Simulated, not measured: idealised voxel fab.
voxel transistor to metal: a process module
The cross-section on display is named cut; it measures 300 nm wide, and its cells are 5 nm squares.
A cross-section in this document is a grid of square cells, and it is written down as bands, the top band listed before the ones below it; a band is made up of one or more rows of cells. Basically the band line says how high the top is and how high the bottom is, in nm, and then what's in it from left to right, every material with its width in nm. Empty space shows up as "blank", and if a single material carries "throughout" it runs the full band edge to edge. Heights from 0 (as-received wafer is one material below). Bottom band endless downward, as "0..down". It should be noted that a width expressed as "30 to 40" varies in equal increments from row to row of cells within the band, taking the value of the first number at the top row and that of the second number at the bottom row. For the purposes of this document, the phrase "all unchanged" attached to a step denotes that no cell within the cross-section was modified by that step. Heads up: "Fully enclosed voids" only lists the empty pockets with no open path to the top that are 8 cells or more, and it writes them as width x height at distance, distance from the left edge, in nm. after a step's settings: what the simulator itself notes on the step. overlay nm: step with mask; distance mask lay right of planned place; negative value = left of planned place.
-- The planned process steps are enumerated hereunder
- 1: RECEIVE [material Si]
- 2: OXIDIZE [depth nm 5]
- 3: CONFORMAL_DEP [material SiN] [thk nm 10]
- 4: MASKED_ETCH [tone cover] [mask id ACTIVE] [width nm 115] [pitch nm 140] [etch materials SiN] [depth nm 10] [overlay nm 0]
- 5: MASKED_ETCH [tone cover] [mask id ACTIVE] [width nm 115] [pitch nm 140] [etch materials SiO2] [depth nm 5] [overlay nm 0]
- 6: MASKED_ETCH [tone cover] [mask id ACTIVE] [width nm 115] [pitch nm 140] [etch materials Si] [depth nm 35] [overlay nm 0]
- 7: OXIDIZE [depth nm 5]
- 8: FILL_DEP [material SiO2] [thk nm 5]
- 9: CMP [height nm 10]
- 10: SELECTIVE_ETCH [etch materials SiO2] [depth nm 10]
- 11: STRIP [etch materials SiN]
- 12: SELECTIVE_ETCH [etch materials SiO2] [depth nm 5]
- 13: OXIDIZE [depth nm 5]
- 14: DIRECTIONAL_DEP [material polySi] [thk nm 30]
- 15: DIRECTIONAL_DEP [material SiCN] [thk nm 15]
- 16: PATTERN [tone cover] [mask id GATE] [material resist] [width nm 35] [pitch nm 140] [thk nm 15] [overlay nm 0]
- 17: DIRECTIONAL_ETCH [etch materials SiCN] [depth nm 25]
- 18: DIRECTIONAL_ETCH [etch materials polySi] [depth nm 40]
- 19: STRIP [etch materials resist]
- 20: CONFORMAL_DEP [material SiO2] [thk nm 5]
- 21: DIRECTIONAL_ETCH [etch materials SiO2] [depth nm 5]
- 22: CONFORMAL_DEP [material SiN] [thk nm 10]
- 23: DIRECTIONAL_ETCH [etch materials SiN] [depth nm 10]
- 24: DIRECTIONAL_ETCH [etch materials SiO2] [depth nm 5]
- 25: DIRECTIONAL_ETCH [etch materials Si] [depth nm 10]
- 26: EPI [material nSi] [thk nm 10]
- 27: FILL_DEP [material SiO2] [thk nm 10]
- 28: CMP [height nm 25]
- 29: STRIP [etch materials polySi]
- 30: SELECTIVE_ETCH [etch materials SiO2] [depth nm 5]
- 31: CONFORMAL_DEP [material HfO2] [thk nm 5]
- 32: CONFORMAL_DEP [material TiN] [thk nm 5]
- 33: FILL_DEP [material W] [thk nm 10]
- 34: CMP [height nm 20]
- 35: DIRECTIONAL_DEP [material SiO2] [thk nm 15]
- 36: DIRECTIONAL_DEP [material aC] [thk nm 15]
- 37: PATTERN [tone open] [mask id CONTACT] [material resist] [width nm 20] [thk nm 30] [overlay nm 0]
- 38: DIRECTIONAL_ETCH [etch materials aC] [depth nm 15]
- 39: STRIP [etch materials resist]
- 40: DIRECTIONAL_ETCH [etch materials SiO2] [depth nm 45]
- 41: STRIP [etch materials aC]
- 42: CONFORMAL_DEP [material TiN] [thk nm 5]
- 43: FILL_DEP [material W] [thk nm 5]
- 44: CMP [height nm 35]
- 45: DIRECTIONAL_DEP [material TiN] [thk nm 5]
- 46: DIRECTIONAL_DEP [material W] [thk nm 20]
- 47: DIRECTIONAL_DEP [material aC] [thk nm 10]
- 48: PATTERN [tone cover] [mask id METAL_1] [material resist] [width nm 20] [thk nm 25] [overlay nm 0]
- 49: DIRECTIONAL_ETCH [etch materials aC] [depth nm 10]
- 50: STRIP [etch materials resist]
- 51: DIRECTIONAL_ETCH [etch materials W] [depth nm 20]
- 52: DIRECTIONAL_ETCH [etch materials TiN] [depth nm 5]
- 53: STRIP [etch materials aC]
- 54: FILL_DEP [material lowk] [thk nm 10]
- 55: CMP [height nm 60]
- 56: CONFORMAL_DEP [material SiN] [thk nm 5]
-- Cross-section, incoming material, after step 1
	0..down | Si throughout
	Fully enclosed voids: none
-- Cross-section: first of two wafers, module finished, run according to plan
	65..60 | SiN throughout
	60..40 | lowk: 25  W: 20  lowk: 65  W: 20  lowk: 35  W: 20  lowk: 65  W: 20  lowk: 30
	40..35 | lowk: 25  TiN: 20  lowk: 65  TiN: 20  lowk: 35  TiN: 20  lowk: 65  TiN: 20  lowk: 30
	35..20 | SiO2: 25  TiN: 5  W: 10  TiN: 5  SiO2: 65  TiN: 5  W: 10  TiN: 5  SiO2: 35  TiN: 5  W: 10  TiN: 5  SiO2: 65  TiN: 5  W: 10  TiN: 5  SiO2: 30
	20..5 | SiO2: 25  TiN: 5  W: 10  TiN: 5  SiN: 10  HfO2: 5  TiN: 5  W: 25  TiN: 5  HfO2: 5  SiN: 10  TiN: 5  W: 10  TiN: 5  SiO2: 35  TiN: 5  W: 10  TiN: 5  SiN: 10  HfO2: 5  TiN: 5  W: 25  TiN: 5  HfO2: 5  SiN: 10  TiN: 5  W: 10  TiN: 5  SiO2: 30
	5..0 | SiO2: 25  TiN: 20  SiN: 10  HfO2: 5  TiN: 5  W: 25  TiN: 5  HfO2: 5  SiN: 10  TiN: 20  SiO2: 35  TiN: 20  SiN: 10  HfO2: 5  TiN: 5  W: 25  TiN: 5  HfO2: 5  SiN: 10  TiN: 20  SiO2: 30
	0..-5 | SiO2: 25  TiN: 10  nSi: 10  SiN: 10  HfO2: 5  TiN: 35  HfO2: 5  SiN: 10  nSi: 10  TiN: 10  SiO2: 35  TiN: 10  nSi: 10  SiN: 10  HfO2: 5  TiN: 35  HfO2: 5  SiN: 10  nSi: 10  TiN: 10  SiO2: 30
	-5..-10 | SiO2: 25  TiN: 10  nSi: 10  SiO2: 10  HfO2: 45  SiO2: 10  nSi: 10  TiN: 10  SiO2: 35  TiN: 10  nSi: 10  SiO2: 10  HfO2: 45  SiO2: 10  nSi: 10  TiN: 10  SiO2: 30
	-10..-20 | SiO2: 25  nSi: 20  Si: 65  nSi: 20  SiO2: 35  nSi: 20  Si: 65  nSi: 20  SiO2: 30
	-20..-45 | SiO2: 25  Si: 105  SiO2: 35  Si: 105  SiO2: 30
	-45..down | Si throughout
	Fully enclosed voids: none
-- Wafer two (of two), end-of-module cross-section: start = wafer one, plan = wafer one, one run mistake
	65..60 | SiN throughout
	60..40 | lowk: 30  W: 20  lowk: 65  W: 20  lowk: 35  W: 20  lowk: 65  W: 20  lowk: 25
	40..35 | lowk: 30  TiN: 20  lowk: 65  TiN: 20  lowk: 35  TiN: 20  lowk: 65  TiN: 20  lowk: 25
	35..20 | SiO2: 25  TiN: 5  W: 10  TiN: 5  SiO2: 65  TiN: 5  W: 10  TiN: 5  SiO2: 35  TiN: 5  W: 10  TiN: 5  SiO2: 65  TiN: 5  W: 10  TiN: 5  SiO2: 30
	20..5 | SiO2: 25  TiN: 5  W: 10  TiN: 5  SiN: 10  HfO2: 5  TiN: 5  W: 25  TiN: 5  HfO2: 5  SiN: 10  TiN: 5  W: 10  TiN: 5  SiO2: 35  TiN: 5  W: 10  TiN: 5  SiN: 10  HfO2: 5  TiN: 5  W: 25  TiN: 5  HfO2: 5  SiN: 10  TiN: 5  W: 10  TiN: 5  SiO2: 30
	5..0 | SiO2: 25  TiN: 20  SiN: 10  HfO2: 5  TiN: 5  W: 25  TiN: 5  HfO2: 5  SiN: 10  TiN: 20  SiO2: 35  TiN: 20  SiN: 10  HfO2: 5  TiN: 5  W: 25  TiN: 5  HfO2: 5  SiN: 10  TiN: 20  SiO2: 30
	0..-5 | SiO2: 25  TiN: 10  nSi: 10  SiN: 10  HfO2: 5  TiN: 35  HfO2: 5  SiN: 10  nSi: 10  TiN: 10  SiO2: 35  TiN: 10  nSi: 10  SiN: 10  HfO2: 5  TiN: 35  HfO2: 5  SiN: 10  nSi: 10  TiN: 10  SiO2: 30
	-5..-10 | SiO2: 25  TiN: 10  nSi: 10  SiO2: 10  HfO2: 45  SiO2: 10  nSi: 10  TiN: 10  SiO2: 35  TiN: 10  nSi: 10  SiO2: 10  HfO2: 45  SiO2: 10  nSi: 10  TiN: 10  SiO2: 30
	-10..-20 | SiO2: 25  nSi: 20  Si: 65  nSi: 20  SiO2: 35  nSi: 20  Si: 65  nSi: 20  SiO2: 30
	-20..-45 | SiO2: 25  Si: 105  SiO2: 35  Si: 105  SiO2: 30
	-45..down | Si throughout
	Fully enclosed voids: none
Diagnosis: step 48, actual vs plan mismatch, actual run PATTERN [tone cover] [mask id METAL_1] [material resist] [width nm 20] [thk nm 25] [overlay nm 5]
In the final comparison it is observed that the number of cells assigned to each material is identical for the two wafers, whereas their placement is not.
